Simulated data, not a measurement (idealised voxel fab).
process module | voxel ribs on slabs
We display cut, a cross-section 250 nm in width whose square cells are each 5 nm.
Format of a cross-section: grid, square cells. Given as bands. Order: top down. Band: one or more rows of cells.
Band: top height; bottom height; in nm. Then, left to right: material with width in nm, for each material. "throughout": a single material spanning edge to edge. "blank": empty space.
Where do heights start? At 0: under that level the wafer as delivered is made of one material only. And the lowest band has no floor; it just carries on downward, as in "0 down".
Think of "30..40" as a width that walks from the first number to the second as you go down the band, top row to bottom row, taking equal-sized steps from row to row.
Reading "no modification" for a step: not a cell of the cross-section changed in it.
This entry, "Sealed internal cavities", enumerates those empty regions of no fewer than 8 cells that possess no open connection to the top. Each region is reported in the form width x height at distance, the distance being taken from the left edge, with all three quantities expressed in nm.
Whatever follows a step's settings on its line is a remark the simulator itself makes about that step.
overlay nm: mask right of planned place by this much (step with mask). Neg. = left.

Plan
1,RECEIVE,material Si
2,DIRECTIONAL_DEP,material SiO2,thk nm 25
3,DIRECTIONAL_DEP,material SiN,thk nm 15
4,MASKED_ETCH,tone cover,mask id RIB,width nm 20,etch materials SiN,depth nm 10,overlay nm 0
5,MASKED_ETCH,tone cover,mask id SLAB,width nm 60,etch materials SiN,depth nm 5,overlay nm 0
6,FILL_DEP,material SiO2,thk nm 20
7,CMP,height nm 50
8,DIRECTIONAL_DEP,material TiN,thk nm 5
9,MASKED_ETCH,tone cover,mask id HEATER,width nm 30,etch materials TiN,depth nm 5,overlay nm 0
10,CONFORMAL_DEP,material SiO2,thk nm 5

The first of two wafers, run as planned

Cross-section of the incoming wafer, state after step 1
0 down: Si throughout
Sealed internal cavities: none

Cross-section: wafer state after step 2
25 to 0: SiO2 throughout
At heights below 0, the structure remains unaltered.

Cross-section: wafer state after step 3
40 to 25: SiN throughout
At heights below 25, the structure remains unaltered.

Cross-section: wafer state after step 4
40 to 30: 115 nm blank; 20 nm SiN; 115 nm blank
At heights below 30, the structure remains unaltered.

Cross-section: wafer state after step 5
40 to 30: 115 nm blank; 20 nm SiN; 115 nm blank
30 to 25: 95 nm blank; 60 nm SiN; 95 nm blank
At heights below 25, the structure remains unaltered.

Cross-section: wafer state after step 6
60 to 40: SiO2 throughout
40 to 30: 115 nm SiO2; 20 nm SiN; 115 nm SiO2
30 to 25: 95 nm SiO2; 60 nm SiN; 95 nm SiO2
At heights below 25, the structure remains unaltered.

Cross-section: wafer state after step 7
50 to 40: SiO2 throughout
At heights below 40, the structure remains unaltered.

Cross-section: wafer state after step 8
55 to 50: TiN throughout
At heights below 50, the structure remains unaltered.

Cross-section: wafer state after step 9
55 to 50: 110 nm blank; 30 nm TiN; 110 nm blank
At heights below 50, the structure remains unaltered.

Cross-section: wafer state after step 10
60 to 55: 105 nm blank; 40 nm SiO2; 105 nm blank
55 to 50: 110 nm SiO2; 30 nm TiN; 110 nm SiO2
At heights below 50, the structure remains unaltered.

Regarding the second of the two wafers: it shared the first wafer's starting condition and process plan, yet one error occurred during its execution. Its history coincides with that of the first wafer up to and including step 3

Cross-section: second wafer, time at which step 4 was scheduled to end
40 to 30: 115 nm SiN; 20 nm blank; 115 nm SiN
At heights below 30, the structure remains unaltered.

Cross-section: second wafer, time at which step 5 was scheduled to end
40 to 35: 95 nm blank; 20 nm SiN; 20 nm blank; 20 nm SiN; 95 nm blank
At heights below 35, the structure remains unaltered.

Cross-section: second wafer, time at which step 6 was scheduled to end
60 to 40: SiO2 throughout
40 to 35: 95 nm SiO2; 20 nm SiN; 20 nm SiO2; 20 nm SiN; 95 nm SiO2
35 to 30: 115 nm SiN; 20 nm SiO2; 115 nm SiN
At heights below 30, the structure remains unaltered.

Cross-section: second wafer, time at which step 7 was scheduled to end
50 to 40: SiO2 throughout
At heights below 40, the structure remains unaltered.

Cross-section: second wafer, time at which step 8 was scheduled to end
55 to 50: TiN throughout
At heights below 50, the structure remains unaltered.

Cross-section: second wafer, time at which step 9 was scheduled to end
55 to 50: 110 nm blank; 30 nm TiN; 110 nm blank
At heights below 50, the structure remains unaltered.

Cross-section: second wafer, time at which step 10 was scheduled to end
60 to 55: 105 nm blank; 40 nm SiO2; 105 nm blank
55 to 50: 110 nm SiO2; 30 nm TiN; 110 nm SiO2
At heights below 50, the structure remains unaltered.
So what did we get wrong on this run? step 4 did not use the planned setting and instead ran as MASKED_ETCH,tone open,mask id RIB,width nm 20,etch materials SiN,depth nm 10,overlay nm 0
Upon completion, the second wafer contains, in terms of cells, a greater or smaller amount of certain materials than the first wafer: 84 more of SiN; 84 fewer of SiO2
